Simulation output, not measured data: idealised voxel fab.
The following is a process module called voxel transistor to metal.
Cross-sectional view cut (width: 210 nm; square cell size: 5 nm).
Square cells in a grid make up a cross-section in this document, and the grid is given as bands, listed from the top down, each one or more rows of cells.
Read a band's entry like this: the first values are the height of its top and the height of its bottom in nm, and what follows is the sequence of materials from left to right, each with its width in nm. Note that "empty" is empty space, and that a single material marked "edge to edge" reaches across the band from edge to edge.
A quick word on heights: they are counted from 0, and under that level the wafer as it came to us is one material throughout. The lowest band is different from the rest in having no bottom; it simply continues downward, written as in "from 0 down".
Quick explanation for "30..40": the width changes in equal steps down the rows of cells, from the first number in the band's top row to the second number in its bottom row.
Where a step carries "nothing was modified", the cross-section came out of it unchanged, cell for cell.
Closed-off voids of 8+ cells (no open route to the top) go in "Closed void inventory", written width x height at distance from the left edge, in nm.
Heads up: the bit after the settings on a step's line is the simulator's remark on that step.
"overlay nm", when on a step's line for a step with a mask, measures how far to the right of its planned place the mask lay; a negative measure means to the left.
Every pair from here on: before one process step, after it. The after cross-section reaches only to the lowest band that changed. Below the pair: the step in between and its settings. Pairs can belong to different runs of this module on the same starting wafer; a pair carries on from the pair above only if the entry headed "Pre-step condition" says so.

Pre-step condition
    from 35 to 25  80 of empty, 10 of SiN, 25 of SiCN, 10 of SiN, 85 of empty
    from 25 to 15  80 of empty, 10 of SiN, 25 of polySi, 10 of SiN, 85 of empty
    from 15 to 0  60 of empty, 20 of pSi, 10 of SiN, 25 of polySi, 10 of SiN, 20 of pSi, 65 of empty
    from 0 to -5  35 of empty, 45 of pSi, 10 of SiN, 25 of SiO2, 10 of SiN, 45 of pSi, 40 of empty
    from -5 to -10  35 of empty, 45 of pSi, 45 of Si, 45 of pSi, 40 of empty
    from -10 to -20  45 of SiO2, 35 of pSi, 45 of Si, 35 of pSi, 50 of SiO2
    from -20 down  Si edge to edge
    Closed void inventory: none

Post-Step Snapshot
    from 45 to 35  SiO2 edge to edge
    from 35 to 25  80 of SiO2, 10 of SiN, 25 of SiCN, 10 of SiN, 85 of SiO2
    from 25 to 15  80 of SiO2, 10 of SiN, 25 of polySi, 10 of SiN, 85 of SiO2
    from 15 to 0  60 of SiO2, 20 of pSi, 10 of SiN, 25 of polySi, 10 of SiN, 20 of pSi, 65 of SiO2
    from 0 to -5  35 of SiO2, 45 of pSi, 10 of SiN, 25 of SiO2, 10 of SiN, 45 of pSi, 40 of SiO2
    from -5 to -10  35 of SiO2, 45 of pSi, 45 of Si, 45 of pSi, 40 of SiO2
    Whatever lies below -10 is exactly as it was before.
    Closed void inventory: none
Applied between the two views above: FILL_DEP with material SiO2, thk nm 10

Pre-step condition: the after view from the pair directly above serves as the before view here.

Post-Step Snapshot
    from 35 to 25  80 of SiO2, 10 of SiN, 25 of SiCN, 10 of SiN, 85 of SiO2
    Whatever lies below 25 is exactly as it was before.
    Closed void inventory: none
Applied between the two views above: CMP with height nm 35

Pre-step condition: the after view from the pair directly above serves as the before view here.

Post-Step Snapshot
    from 50 to 35  SiO2 edge to edge
    Whatever lies below 35 is exactly as it was before.
    Closed void inventory: none
Applied between the two views above: DIRECTIONAL_DEP with material SiO2, thk nm 15

Pre-step condition: the after view from the pair directly above serves as the before view here.

Post-Step Snapshot
    from 65 to 50  aC edge to edge
    Whatever lies below 50 is exactly as it was before.
    Closed void inventory: none
Applied between the two views above: DIRECTIONAL_DEP with material aC, thk nm 15

Pre-step condition: the after view from the pair directly above serves as the before view here.

Post-Step Snapshot
    from 95 to 65  55 of resist, 30 of empty, 35 of resist, 30 of empty, 60 of resist
    Whatever lies below 65 is exactly as it was before.
    Closed void inventory: none
Applied between the two views above: PATTERN with tone open, mask id CONTACT, material resist, width nm 30, pitch nm 65, thk nm 30, overlay nm 0

Pre-step condition: the after view from the pair directly above serves as the before view here.

Post-Step Snapshot
    from 80 to 65  55 of resist, 30 of empty, 35 of resist, 30 of empty, 60 of resist
    from 65 to 50  55 of aC, 30 of empty, 35 of aC, 30 of empty, 60 of aC
    Whatever lies below 50 is exactly as it was before.
    Closed void inventory: none
Applied between the two views above: DIRECTIONAL_ETCH with etch materials aC, depth nm 15

Pre-step condition: the after view from the pair directly above serves as the before view here.

Post-Step Snapshot
    from 65 to 50  55 of aC, 30 of empty, 35 of aC, 30 of empty, 60 of aC
    Whatever lies below 50 is exactly as it was before.
    Closed void inventory: none
Applied between the two views above: STRIP with etch materials resist

Pre-step condition: the after view from the pair directly above serves as the before view here.

Post-Step Snapshot
    from 65 to 50  55 of aC, 30 of empty, 35 of aC, 30 of empty, 60 of aC
    from 50 to 35  55 of SiO2, 30 of empty, 35 of SiO2, 30 of empty, 60 of SiO2
    from 35 to 25  55 of SiO2, 25 of empty, 10 of SiN, 25 of SiCN, 10 of SiN, 25 of empty, 60 of SiO2
    from 25 to 15  55 of SiO2, 25 of empty, 10 of SiN, 25 of polySi, 10 of SiN, 25 of empty, 60 of SiO2
    Whatever lies below 15 is exactly as it was before.
    Closed void inventory: none
Applied between the two views above: DIRECTIONAL_ETCH with etch materials SiO2, depth nm 35

Pre-step condition: the after view from the pair directly above serves as the before view here.

Post-Step Snapshot
    from 50 to 35  55 of SiO2, 30 of empty, 35 of SiO2, 30 of empty, 60 of SiO2
    Whatever lies below 35 is exactly as it was before.
    Closed void inventory: none
Applied between the two views above: STRIP with etch materials aC

Pre-step condition: the after view from the pair directly above serves as the before view here.

Post-Step Snapshot
    from 55 to 50  60 of TiN, 20 of empty, 45 of TiN, 20 of empty, 65 of TiN
    from 50 to 40  55 of SiO2, 5 of TiN, 20 of empty, 5 of TiN, 35 of SiO2, 5 of TiN, 20 of empty, 5 of TiN, 60 of SiO2
    from 40 to 35  55 of SiO2, 5 of TiN, 15 of empty, 10 of TiN, 35 of SiO2, 10 of TiN, 15 of empty, 5 of TiN, 60 of SiO2
    from 35 to 25  55 of SiO2, 5 of TiN, 15 of empty, 5 of TiN, 10 of SiN, 25 of SiCN, 10 of SiN, 5 of TiN, 15 of empty, 5 of TiN, 60 of SiO2
    from 25 to 20  55 of SiO2, 5 of TiN, 15 of empty, 5 of TiN, 10 of SiN, 25 of polySi, 10 of SiN, 5 of TiN, 15 of empty, 5 of TiN, 60 of SiO2
    from 20 to 15  55 of SiO2, 25 of TiN, 10 of SiN, 25 of polySi, 10 of SiN, 25 of TiN, 60 of SiO2
    Whatever lies below 15 is exactly as it was before.
    Closed void inventory: none
Applied between the two views above: CONFORMAL_DEP with material TiN, thk nm 5

Pre-step condition: the after view from the pair directly above serves as the before view here.

Post-Step Snapshot
    from 65 to 55  W edge to edge
    from 55 to 50  60 of TiN, 20 of W, 45 of TiN, 20 of W, 65 of TiN
    from 50 to 40  55 of SiO2, 5 of TiN, 20 of W, 5 of TiN, 35 of SiO2, 5 of TiN, 20 of W, 5 of TiN, 60 of SiO2
    from 40 to 35  55 of SiO2, 5 of TiN, 15 of W, 10 of TiN, 35 of SiO2, 10 of TiN, 15 of W, 5 of TiN, 60 of SiO2
    from 35 to 25  55 of SiO2, 5 of TiN, 15 of W, 5 of TiN, 10 of SiN, 25 of SiCN, 10 of SiN, 5 of TiN, 15 of W, 5 of TiN, 60 of SiO2
    from 25 to 20  55 of SiO2, 5 of TiN, 15 of W, 5 of TiN, 10 of SiN, 25 of polySi, 10 of SiN, 5 of TiN, 15 of W, 5 of TiN, 60 of SiO2
    Whatever lies below 20 is exactly as it was before.
    Closed void inventory: none
Applied between the two views above: FILL_DEP with material W, thk nm 10

Pre-step condition: the after view from the pair directly above serves as the before view here.

Post-Step Snapshot
    from 50 to 40  55 of SiO2, 5 of TiN, 20 of W, 5 of TiN, 35 of SiO2, 5 of TiN, 20 of W, 5 of TiN, 60 of SiO2
    Whatever lies below 40 is exactly as it was before.
    Closed void inventory: none
Applied between the two views above: CMP with height nm 50

Pre-step condition: the after view from the pair directly above serves as the before view here.

Post-Step Snapshot
    from 55 to 50  SiCN edge to edge
    Whatever lies below 50 is exactly as it was before.
    Closed void inventory: none
Applied between the two views above: CONFORMAL_DEP with material SiCN, thk nm 5

Pre-step condition: the after view from the pair directly above serves as the before view here.

Post-Step Snapshot
    from 75 to 55  lowk edge to edge
    Whatever lies below 55 is exactly as it was before.
    Closed void inventory: none
Applied between the two views above: DIRECTIONAL_DEP with material lowk, thk nm 20

Pre-step condition: the after view from the pair directly above serves as the before view here.

Post-Step Snapshot
    from 85 to 75  aC edge to edge
    Whatever lies below 75 is exactly as it was before.
    Closed void inventory: none
Applied between the two views above: DIRECTIONAL_DEP with material aC, thk nm 10

Pre-step condition: the after view from the pair directly above serves as the before view here.

Post-Step Snapshot
    from 115 to 85  55 of resist, 15 of empty, 65 of resist, 15 of empty, 60 of resist
    Whatever lies below 85 is exactly as it was before.
    Closed void inventory: none
Applied between the two views above: PATTERN with tone open, mask id METAL_1, material resist, width nm 15, pitch nm 80, thk nm 30, overlay nm 0

Pre-step condition: the after view from the pair directly above serves as the before view here.

Post-Step Snapshot
    from 105 to 85  55 of resist, 15 of empty, 65 of resist, 15 of empty, 60 of resist
    from 85 to 75  55 of aC, 15 of empty, 65 of aC, 15 of empty, 60 of aC
    Whatever lies below 75 is exactly as it was before.
    Closed void inventory: none
Applied between the two views above: DIRECTIONAL_ETCH with etch materials aC, depth nm 10

Pre-step condition: the after view from the pair directly above serves as the before view here.

Post-Step Snapshot
    from 85 to 75  55 of aC, 15 of empty, 65 of aC, 15 of empty, 60 of aC
    Whatever lies below 75 is exactly as it was before.
    Closed void inventory: none
Applied between the two views above: STRIP with etch materials resist

Pre-step condition: the after view from the pair directly above serves as the before view here.

Post-Step Snapshot
    from 85 to 75  55 of aC, 15 of empty, 65 of aC, 15 of empty, 60 of aC
    from 75 to 55  55 of lowk, 15 of empty, 65 of lowk, 15 of empty, 60 of lowk
    Whatever lies below 55 is exactly as it was before.
    Closed void inventory: none
Applied between the two views above: DIRECTIONAL_ETCH with etch materials lowk, depth nm 20

Pre-step condition: the after view from the pair directly above serves as the before view here.

Post-Step Snapshot
    from 85 to 75  55 of aC, 15 of empty, 65 of aC, 15 of empty, 60 of aC
    from 75 to 55  55 of lowk, 15 of empty, 65 of lowk, 15 of empty, 60 of lowk
    from 55 to 50  55 of SiCN, 15 of empty, 65 of SiCN, 15 of empty, 60 of SiCN
    Whatever lies below 50 is exactly as it was before.
    Closed void inventory: none
Applied between the two views above: DIRECTIONAL_ETCH with etch materials SiCN, depth nm 5

Pre-step condition: the after view from the pair directly above serves as the before view here.

Post-Step Snapshot
    from 75 to 55  55 of lowk, 15 of empty, 65 of lowk, 15 of empty, 60 of lowk
    Whatever lies below 55 is exactly as it was before.
    Closed void inventory: none
Applied between the two views above: STRIP with etch materials aC

Pre-step condition: the after view from the pair directly above serves as the before view here.

Post-Step Snapshot
    from 80 to 75  60 of TiN, 5 of empty, 75 of TiN, 5 of empty, 65 of TiN
    from 75 to 55  55 of lowk, 5 of TiN, 5 of empty, 5 of TiN, 65 of lowk, 5 of TiN, 5 of empty, 5 of TiN, 60 of lowk
    from 55 to 50  55 of SiCN, 15 of TiN, 65 of SiCN, 15 of TiN, 60 of SiCN
    Whatever lies below 50 is exactly as it was before.
    Closed void inventory: none
Applied between the two views above: CONFORMAL_DEP with material TiN, thk nm 5

Pre-step condition: the after view from the pair directly above serves as the before view here.

Post-Step Snapshot
    from 90 to 80  W edge to edge
    from 80 to 75  60 of TiN, 5 of W, 75 of TiN, 5 of W, 65 of TiN
    from 75 to 55  55 of lowk, 5 of TiN, 5 of W, 5 of TiN, 65 of lowk, 5 of TiN, 5 of W, 5 of TiN, 60 of lowk
    Whatever lies below 55 is exactly as it was before.
    Closed void inventory: none
Applied between the two views above: FILL_DEP with material W, thk nm 10

Pre-step condition: the after view from the pair directly above serves as the before view here.

Post-Step Snapshot
    from 75 to 55  55 of lowk, 5 of TiN, 5 of W, 5 of TiN, 65 of lowk, 5 of TiN, 5 of W, 5 of TiN, 60 of lowk
    Whatever lies below 55 is exactly as it was before.
    Closed void inventory: none
Applied between the two views above: CMP with height nm 75

Pre-step condition: the after view from the pair directly above serves as the before view here.

Post-Step Snapshot
    from 80 to 75  50 of empty, 25 of Ru, 55 of empty, 25 of Ru, 55 of empty
    Whatever lies below 75 is exactly as it was before.
    Closed void inventory: none
Applied between the two views above: EPI with material Ru, thk nm 5

Pre-step condition: the after view from the pair directly above serves as the before view here.

Post-Step Snapshot
    from 85 to 80  SiCN edge to edge
    from 80 to 75  50 of SiCN, 25 of Ru, 55 of SiCN, 25 of Ru, 55 of SiCN
    Whatever lies below 75 is exactly as it was before.
    Closed void inventory: none
Applied between the two views above: FILL_DEP with material SiCN, thk nm 5

Pre-step condition: the after view from the pair directly above serves as the before view here.

Post-Step Snapshot
    from 115 to 85  SiO2 edge to edge
    Whatever lies below 85 is exactly as it was before.
    Closed void inventory: none
Applied between the two views above: DIRECTIONAL_DEP with material SiO2, thk nm 30

Pre-step condition: the after view from the pair directly above serves as the before view here.

Post-Step Snapshot
    from 135 to 115  55 of resist, 15 of empty, 65 of resist, 15 of empty, 60 of resist
    Whatever lies below 115 is exactly as it was before.
    Closed void inventory: none
Applied between the two views above: PATTERN with tone open, mask id METAL_2, material resist, width nm 15, pitch nm 80, thk nm 20, overlay nm 0

Pre-step condition: the after view from the pair directly above serves as the before view here.

Post-Step Snapshot
    from 135 to 115  55 of resist, 15 of empty, 65 of resist, 15 of empty, 60 of resist
    from 115 to 95  55 of SiO2, 15 of empty, 65 of SiO2, 15 of empty, 60 of SiO2
    Whatever lies below 95 is exactly as it was before.
    Closed void inventory: none
Applied between the two views above: DIRECTIONAL_ETCH with etch materials SiO2, depth nm 20

Pre-step condition: the after view from the pair directly above serves as the before view here.

Post-Step Snapshot
    from 115 to 95  55 of SiO2, 15 of empty, 65 of SiO2, 15 of empty, 60 of SiO2
    Whatever lies below 95 is exactly as it was before.
    Closed void inventory: none
Applied between the two views above: STRIP with etch materials resist

Pre-step condition: the after view from the pair directly above serves as the before view here.

Post-Step Snapshot
    from 115 to 85  55 of SiO2, 15 of empty, 65 of SiO2, 15 of empty, 60 of SiO2
    Whatever lies below 85 is exactly as it was before.
    Closed void inventory: none
Applied between the two views above: MASKED_ETCH with tone open, mask id METAL_2_HOLES, width nm 15, pitch nm 80, etch materials SiO2, depth nm 10, overlay nm 0

Pre-step condition: the after view from the pair directly above serves as the before view here.

Post-Step Snapshot
    from 115 to 85  55 of SiO2, 15 of empty, 65 of SiO2, 15 of empty, 60 of SiO2
    from 85 to 80  55 of SiCN, 15 of empty, 65 of SiCN, 15 of empty, 60 of SiCN
    Whatever lies below 80 is exactly as it was before.
    Closed void inventory: none
Applied between the two views above: MASKED_ETCH with tone open, mask id METAL_2_HOLES, width nm 15, pitch nm 80, etch materials SiCN, depth nm 5, overlay nm 0

Pre-step condition: the after view from the pair directly above serves as the before view here.

Post-Step Snapshot
    from 120 to 115  60 of TiN, 5 of empty, 75 of TiN, 5 of empty, 65 of TiN
    from 115 to 85  55 of SiO2, 5 of TiN, 5 of empty, 5 of TiN, 65 of SiO2, 5 of TiN, 5 of empty, 5 of TiN, 60 of SiO2
    from 85 to 80  55 of SiCN, 15 of TiN, 65 of SiCN, 15 of TiN, 60 of SiCN
    Whatever lies below 80 is exactly as it was before.
    Closed void inventory: none
Applied between the two views above: CONFORMAL_DEP with material TiN, thk nm 5

Pre-step condition: the after view from the pair directly above serves as the before view here.

Post-Step Snapshot
    from 130 to 120  Cu edge to edge
    from 120 to 115  60 of TiN, 5 of Cu, 75 of TiN, 5 of Cu, 65 of TiN
    from 115 to 85  55 of SiO2, 5 of TiN, 5 of Cu, 5 of TiN, 65 of SiO2, 5 of TiN, 5 of Cu, 5 of TiN, 60 of SiO2
    Whatever lies below 85 is exactly as it was before.
    Closed void inventory: none
Applied between the two views above: FILL_DEP with material Cu, thk nm 10

Pre-step condition: the after view from the pair directly above serves as the before view here.

Post-Step Snapshot
    from 115 to 85  55 of SiO2, 5 of TiN, 5 of Cu, 5 of TiN, 65 of SiO2, 5 of TiN, 5 of Cu, 5 of TiN, 60 of SiO2
    Whatever lies below 85 is exactly as it was before.
    Closed void inventory: none
Applied between the two views above: CMP with height nm 115

Pre-step condition: the after view from the pair directly above serves as the before view here.

Post-Step Snapshot
    from 120 to 115  SiN edge to edge
    Whatever lies below 115 is exactly as it was before.
    Closed void inventory: none
Applied between the two views above: CONFORMAL_DEP with material SiN, thk nm 5

Pre-step condition
    from 50 to 35  SiO2 edge to edge
    from 35 to 25  75 of SiO2, 10 of SiN, 5 of SiO2, 25 of SiCN, 5 of SiO2, 10 of SiN, 80 of SiO2
    from 25 to 15  75 of SiO2, 10 of SiN, 5 of SiO2, 25 of polySi, 5 of SiO2, 10 of SiN, 80 of SiO2
    from 15 to 0  55 of SiO2, 20 of pSi, 10 of SiN, 5 of SiO2, 25 of polySi, 5 of SiO2, 10 of SiN, 20 of pSi, 60 of SiO2
    from 0 to -5  40 of SiO2, 35 of pSi, 55 of SiO2, 35 of pSi, 45 of SiO2
    from -5 to -20  45 of SiO2, 30 of pSi, 55 of Si, 30 of pSi, 50 of SiO2
    from -20 down  Si edge to edge
    Closed void inventory: none

Post-Step Snapshot
    from 65 to 35  SiO2 edge to edge
    Whatever lies below 35 is exactly as it was before.
    Closed void inventory: none
Applied between the two views above: DIRECTIONAL_DEP with material SiO2, thk nm 15

Pre-step condition: the after view from the pair directly above serves as the before view here.

Post-Step Snapshot
    from 80 to 65  aC edge to edge
    Whatever lies below 65 is exactly as it was before.
    Closed void inventory: none
Applied between the two views above: DIRECTIONAL_DEP with material aC, thk nm 15

Pre-step condition: the after view from the pair directly above serves as the before view here.

Post-Step Snapshot
    from 110 to 80  55 of resist, 30 of empty, 35 of resist, 30 of empty, 60 of resist
    Whatever lies below 80 is exactly as it was before.
    Closed void inventory: none
Applied between the two views above: PATTERN with tone open, mask id CONTACT, material resist, width nm 30, pitch nm 65, thk nm 30, overlay nm 0

Pre-step condition: the after view from the pair directly above serves as the before view here.

Post-Step Snapshot
    from 95 to 80  55 of resist, 30 of empty, 35 of resist, 30 of empty, 60 of resist
    from 80 to 65  55 of aC, 30 of empty, 35 of aC, 30 of empty, 60 of aC
    Whatever lies below 65 is exactly as it was before.
    Closed void inventory: none
Applied between the two views above: DIRECTIONAL_ETCH with etch materials aC, depth nm 15

Pre-step condition: the after view from the pair directly above serves as the before view here.

Post-Step Snapshot
    from 80 to 65  55 of aC, 30 of empty, 35 of aC, 30 of empty, 60 of aC
    Whatever lies below 65 is exactly as it was before.
    Closed void inventory: none
Applied between the two views above: STRIP with etch materials resist

Pre-step condition: the after view from the pair directly above serves as the before view here.

Post-Step Snapshot
    from 80 to 65  55 of aC, 30 of empty, 35 of aC, 30 of empty, 60 of aC
    from 65 to 35  55 of SiO2, 30 of empty, 35 of SiO2, 30 of empty, 60 of SiO2
    from 35 to 30  55 of SiO2, 20 of empty, 10 of SiN, 5 of SiO2, 25 of SiCN, 5 of SiO2, 10 of SiN, 20 of empty, 60 of SiO2
    Whatever lies below 30 is exactly as it was before.
    Closed void inventory: none
Applied between the two views above: DIRECTIONAL_ETCH with etch materials SiO2, depth nm 35

Pre-step condition: the after view from the pair directly above serves as the before view here.

Post-Step Snapshot
    from 65 to 35  55 of SiO2, 30 of empty, 35 of SiO2, 30 of empty, 60 of SiO2
    Whatever lies below 35 is exactly as it was before.
    Closed void inventory: none
Applied between the two views above: STRIP with etch materials aC

Pre-step condition: the after view from the pair directly above serves as the before view here.

Post-Step Snapshot
    from 70 to 65  60 of TiN, 20 of empty, 45 of TiN, 20 of empty, 65 of TiN
    from 65 to 40  55 of SiO2, 5 of TiN, 20 of empty, 5 of TiN, 35 of SiO2, 5 of TiN, 20 of empty, 5 of TiN, 60 of SiO2
    from 40 to 35  55 of SiO2, 5 of TiN, 10 of empty, 15 of TiN, 35 of SiO2, 15 of TiN, 10 of empty, 5 of TiN, 60 of SiO2
    from 35 to 30  55 of SiO2, 20 of TiN, 10 of SiN, 5 of SiO2, 25 of SiCN, 5 of SiO2, 10 of SiN, 20 of TiN, 60 of SiO2
    Whatever lies below 30 is exactly as it was before.
    Closed void inventory: none
Applied between the two views above: CONFORMAL_DEP with material TiN, thk nm 5

Pre-step condition: the after view from the pair directly above serves as the before view here.

Post-Step Snapshot
    from 80 to 70  W edge to edge
    from 70 to 65  60 of TiN, 20 of W, 45 of TiN, 20 of W, 65 of TiN
    from 65 to 40  55 of SiO2, 5 of TiN, 20 of W, 5 of TiN, 35 of SiO2, 5 of TiN, 20 of W, 5 of TiN, 60 of SiO2
    from 40 to 35  55 of SiO2, 5 of TiN, 10 of W, 15 of TiN, 35 of SiO2, 15 of TiN, 10 of W, 5 of TiN, 60 of SiO2
    Whatever lies below 35 is exactly as it was before.
    Closed void inventory: none
Applied between the two views above: FILL_DEP with material W, thk nm 10

Pre-step condition: the after view from the pair directly above serves as the before view here.

Post-Step Snapshot
    from 50 to 40  55 of SiO2, 5 of TiN, 20 of W, 5 of TiN, 35 of SiO2, 5 of TiN, 20 of W, 5 of TiN, 60 of SiO2
    Whatever lies below 40 is exactly as it was before.
    Closed void inventory: none
Applied between the two views above: CMP with height nm 50

Pre-step condition: the after view from the pair directly above serves as the before view here.

Post-Step Snapshot
    from 55 to 50  SiCN edge to edge
    Whatever lies below 50 is exactly as it was before.
    Closed void inventory: none
Applied between the two views above: CONFORMAL_DEP with material SiCN, thk nm 5

Pre-step condition: the after view from the pair directly above serves as the before view here.

Post-Step Snapshot
    from 75 to 55  lowk edge to edge
    Whatever lies below 55 is exactly as it was before.
    Closed void inventory: none
Applied between the two views above: DIRECTIONAL_DEP with material lowk, thk nm 20

Pre-step condition: the after view from the pair directly above serves as the before view here.

Post-Step Snapshot
    from 85 to 75  aC edge to edge
    Whatever lies below 75 is exactly as it was before.
    Closed void inventory: none
Applied between the two views above: DIRECTIONAL_DEP with material aC, thk nm 10

Pre-step condition: the after view from the pair directly above serves as the before view here.

Post-Step Snapshot
    from 115 to 85  55 of resist, 15 of empty, 65 of resist, 15 of empty, 60 of resist
    Whatever lies below 85 is exactly as it was before.
    Closed void inventory: none
Applied between the two views above: PATTERN with tone open, mask id METAL_1, material resist, width nm 15, pitch nm 80, thk nm 30, overlay nm 0

Pre-step condition: the after view from the pair directly above serves as the before view here.

Post-Step Snapshot
    from 105 to 85  55 of resist, 15 of empty, 65 of resist, 15 of empty, 60 of resist
    from 85 to 75  55 of aC, 15 of empty, 65 of aC, 15 of empty, 60 of aC
    Whatever lies below 75 is exactly as it was before.
    Closed void inventory: none
Applied between the two views above: DIRECTIONAL_ETCH with etch materials aC, depth nm 10

Pre-step condition: the after view from the pair directly above serves as the before view here.

Post-Step Snapshot
    from 85 to 75  55 of aC, 15 of empty, 65 of aC, 15 of empty, 60 of aC
    Whatever lies below 75 is exactly as it was before.
    Closed void inventory: none
Applied between the two views above: STRIP with etch materials resist

Pre-step condition: the after view from the pair directly above serves as the before view here.

Post-Step Snapshot
    from 85 to 75  55 of aC, 15 of empty, 65 of aC, 15 of empty, 60 of aC
    from 75 to 55  55 of lowk, 15 of empty, 65 of lowk, 15 of empty, 60 of lowk
    Whatever lies below 55 is exactly as it was before.
    Closed void inventory: none
Applied between the two views above: DIRECTIONAL_ETCH with etch materials lowk, depth nm 20

Pre-step condition: the after view from the pair directly above serves as the before view here.

Post-Step Snapshot
    from 85 to 75  55 of aC, 15 of empty, 65 of aC, 15 of empty, 60 of aC
    from 75 to 55  55 of lowk, 15 of empty, 65 of lowk, 15 of empty, 60 of lowk
    from 55 to 50  55 of SiCN, 15 of empty, 65 of SiCN, 15 of empty, 60 of SiCN
    Whatever lies below 50 is exactly as it was before.
    Closed void inventory: none
Applied between the two views above: DIRECTIONAL_ETCH with etch materials SiCN, depth nm 5

Pre-step condition: the after view from the pair directly above serves as the before view here.

Post-Step Snapshot
    from 75 to 55  55 of lowk, 15 of empty, 65 of lowk, 15 of empty, 60 of lowk
    Whatever lies below 55 is exactly as it was before.
    Closed void inventory: none
Applied between the two views above: STRIP with etch materials aC

Pre-step condition: the after view from the pair directly above serves as the before view here.

Post-Step Snapshot
    from 80 to 75  60 of TiN, 5 of empty, 75 of TiN, 5 of empty, 65 of TiN
    from 75 to 55  55 of lowk, 5 of TiN, 5 of empty, 5 of TiN, 65 of lowk, 5 of TiN, 5 of empty, 5 of TiN, 60 of lowk
    from 55 to 50  55 of SiCN, 15 of TiN, 65 of SiCN, 15 of TiN, 60 of SiCN
    Whatever lies below 50 is exactly as it was before.
    Closed void inventory: none
Applied between the two views above: CONFORMAL_DEP with material TiN, thk nm 5

Pre-step condition: the after view from the pair directly above serves as the before view here.

Post-Step Snapshot
    from 90 to 80  W edge to edge
    from 80 to 75  60 of TiN, 5 of W, 75 of TiN, 5 of W, 65 of TiN
    from 75 to 55  55 of lowk, 5 of TiN, 5 of W, 5 of TiN, 65 of lowk, 5 of TiN, 5 of W, 5 of TiN, 60 of lowk
    Whatever lies below 55 is exactly as it was before.
    Closed void inventory: none
Applied between the two views above: FILL_DEP with material W, thk nm 10

Pre-step condition: the after view from the pair directly above serves as the before view here.

Post-Step Snapshot
    from 75 to 55  55 of lowk, 5 of TiN, 5 of W, 5 of TiN, 65 of lowk, 5 of TiN, 5 of W, 5 of TiN, 60 of lowk
    Whatever lies below 55 is exactly as it was before.
    Closed void inventory: none
Applied between the two views above: CMP with height nm 75

Pre-step condition: the after view from the pair directly above serves as the before view here.

Post-Step Snapshot
    from 80 to 75  50 of empty, 25 of Ru, 55 of empty, 25 of Ru, 55 of empty
    Whatever lies below 75 is exactly as it was before.
    Closed void inventory: none
Applied between the two views above: EPI with material Ru, thk nm 5

Pre-step condition: the after view from the pair directly above serves as the before view here.

Post-Step Snapshot
    from 85 to 80  SiCN edge to edge
    from 80 to 75  50 of SiCN, 25 of Ru, 55 of SiCN, 25 of Ru, 55 of SiCN
    Whatever lies below 75 is exactly as it was before.
    Closed void inventory: none
Applied between the two views above: FILL_DEP with material SiCN, thk nm 5

Pre-step condition: the after view from the pair directly above serves as the before view here.

Post-Step Snapshot
    from 115 to 85  SiO2 edge to edge
    Whatever lies below 85 is exactly as it was before.
    Closed void inventory: none
Applied between the two views above: DIRECTIONAL_DEP with material SiO2, thk nm 30

Pre-step condition: the after view from the pair directly above serves as the before view here.

Post-Step Snapshot
    from 135 to 115  55 of resist, 15 of empty, 65 of resist, 15 of empty, 60 of resist
    Whatever lies below 115 is exactly as it was before.
    Closed void inventory: none
Applied between the two views above: PATTERN with tone open, mask id METAL_2, material resist, width nm 15, pitch nm 80, thk nm 20, overlay nm 0

Pre-step condition: the after view from the pair directly above serves as the before view here.

Post-Step Snapshot
    from 135 to 115  55 of resist, 15 of empty, 65 of resist, 15 of empty, 60 of resist
    from 115 to 95  55 of SiO2, 15 of empty, 65 of SiO2, 15 of empty, 60 of SiO2
    Whatever lies below 95 is exactly as it was before.
    Closed void inventory: none
Applied between the two views above: DIRECTIONAL_ETCH with etch materials SiO2, depth nm 20

Pre-step condition: the after view from the pair directly above serves as the before view here.

Post-Step Snapshot
    from 115 to 95  55 of SiO2, 15 of empty, 65 of SiO2, 15 of empty, 60 of SiO2
    Whatever lies below 95 is exactly as it was before.
    Closed void inventory: none
Applied between the two views above: STRIP with etch materials resist

Pre-step condition: the after view from the pair directly above serves as the before view here.

Post-Step Snapshot
    from 115 to 85  55 of SiO2, 15 of empty, 65 of SiO2, 15 of empty, 60 of SiO2
    Whatever lies below 85 is exactly as it was before.
    Closed void inventory: none
Applied between the two views above: MASKED_ETCH with tone open, mask id METAL_2_HOLES, width nm 15, pitch nm 80, etch materials SiO2, depth nm 10, overlay nm 0

Pre-step condition: the after view from the pair directly above serves as the before view here.

Post-Step Snapshot
    from 115 to 85  55 of SiO2, 15 of empty, 65 of SiO2, 15 of empty, 60 of SiO2
    from 85 to 80  55 of SiCN, 15 of empty, 65 of SiCN, 15 of empty, 60 of SiCN
    Whatever lies below 80 is exactly as it was before.
    Closed void inventory: none
Applied between the two views above: MASKED_ETCH with tone open, mask id METAL_2_HOLES, width nm 15, pitch nm 80, etch materials SiCN, depth nm 5, overlay nm 0

Pre-step condition: the after view from the pair directly above serves as the before view here.

Post-Step Snapshot
    from 120 to 115  60 of TiN, 5 of empty, 75 of TiN, 5 of empty, 65 of TiN
    from 115 to 85  55 of SiO2, 5 of TiN, 5 of empty, 5 of TiN, 65 of SiO2, 5 of TiN, 5 of empty, 5 of TiN, 60 of SiO2
    from 85 to 80  55 of SiCN, 15 of TiN, 65 of SiCN, 15 of TiN, 60 of SiCN
    Whatever lies below 80 is exactly as it was before.
    Closed void inventory: none
Applied between the two views above: CONFORMAL_DEP with material TiN, thk nm 5

Pre-step condition: the after view from the pair directly above serves as the before view here.

Post-Step Snapshot
    from 130 to 120  Cu edge to edge
    from 120 to 115  60 of TiN, 5 of Cu, 75 of TiN, 5 of Cu, 65 of TiN
    from 115 to 85  55 of SiO2, 5 of TiN, 5 of Cu, 5 of TiN, 65 of SiO2, 5 of TiN, 5 of Cu, 5 of TiN, 60 of SiO2
    Whatever lies below 85 is exactly as it was before.
    Closed void inventory: none
Applied between the two views above: FILL_DEP with material Cu, thk nm 10

Pre-step condition: the after view from the pair directly above serves as the before view here.

Post-Step Snapshot
    from 115 to 85  55 of SiO2, 5 of TiN, 5 of Cu, 5 of TiN, 65 of SiO2, 5 of TiN, 5 of Cu, 5 of TiN, 60 of SiO2
    Whatever lies below 85 is exactly as it was before.
    Closed void inventory: none
Applied between the two views above: CMP with height nm 115

Pre-step condition: the after view from the pair directly above serves as the before view here.

Post-Step Snapshot
    from 120 to 115  SiN edge to edge
    Whatever lies below 115 is exactly as it was before.
    Closed void inventory: none
Applied between the two views above: CONFORMAL_DEP with material SiN, thk nm 5
